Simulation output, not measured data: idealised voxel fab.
process module | voxel quadruple lines
cross-section cut | 185 nm wide | cells 5 nm
A cross-section is a grid of square cells, given in bands from the top down. A band is one or more rows of cells.
Each band's line starts with the height of the band's top and of its bottom, in nm. Then come its materials from left to right, each with its width in nm. One material with "throughout" fills the band from edge to edge. "air" is empty space.
Height 0 is the level under which the wafer as received is all one material. The lowest band goes on downwards, as in "0 down".
A width such as "30 to 40" changes by the same amount from each row of cells to the next, from the band's top row to its bottom row.
"no change" after a step means that no cell of the cross-section changed.
closed voids: empty space of 8 cells or more with no open way to the top, each as width x height at its distance from the left edge, in nm
after a step's settings: what the simulator itself notes on the step
overlay nm, on a step with a mask: how far to the right of its planned place the mask lay; to the left if negative
plan
1 op RECEIVE | material Si
2 op CONFORMAL_DEP | material SiO2 | thk nm 10
3 op DIRECTIONAL_DEP | material W | thk nm 10
4 op DIRECTIONAL_DEP | material polySi | thk nm 20
5 op DIRECTIONAL_DEP | material aC | thk nm 20
6 op PATTERN | tone cover | mask id MANDREL | material resist | width nm 35 | thk nm 30 | overlay nm 0
7 op DIRECTIONAL_ETCH | etch materials aC | depth nm 20
8 op STRIP | etch materials resist
9 op CONFORMAL_DEP | material SiO2 | thk nm 15
10 op DIRECTIONAL_ETCH | etch materials SiO2 | depth nm 15
11 op STRIP | etch materials aC
12 op DIRECTIONAL_ETCH | etch materials polySi | depth nm 20
13 op STRIP | etch materials SiO2
14 op CONFORMAL_DEP | material SiCN | thk nm 10
15 op DIRECTIONAL_ETCH | etch materials SiCN | depth nm 10
16 op STRIP | etch materials polySi
17 op DIRECTIONAL_ETCH | etch materials W | depth nm 10
18 op STRIP | etch materials SiCN
19 op FILL_DEP | material SiO2 | thk nm 10
20 op CMP | height nm 20
as received, after step 1
  0 down: Si throughout
  closed voids: none
first wafer at the end, as planned
  20 to 10: SiO2 50 | W 10 | SiO2 15 | W 10 | SiO2 15 | W 10 | SiO2 15 | W 10 | SiO2 50
  10 to 0: SiO2 throughout
  0 down: Si throughout
  closed voids: none
second wafer at the end: like start, like plan, one mistake
  20 to 10: SiO2 65 | W 10 | SiO2 15 | W 5 | SiO2 15 | W 10 | SiO2 65
  10 to 0: SiO2 throughout
  0 down: Si throughout
  closed voids: none
what went wrong: step 6 ran as: op PATTERN | tone open | mask id MANDREL | material resist | width nm 35 | thk nm 30 | overlay nm 0
at the end the second wafer has, in cells: 6 more of SiO2 | 6 fewer of W
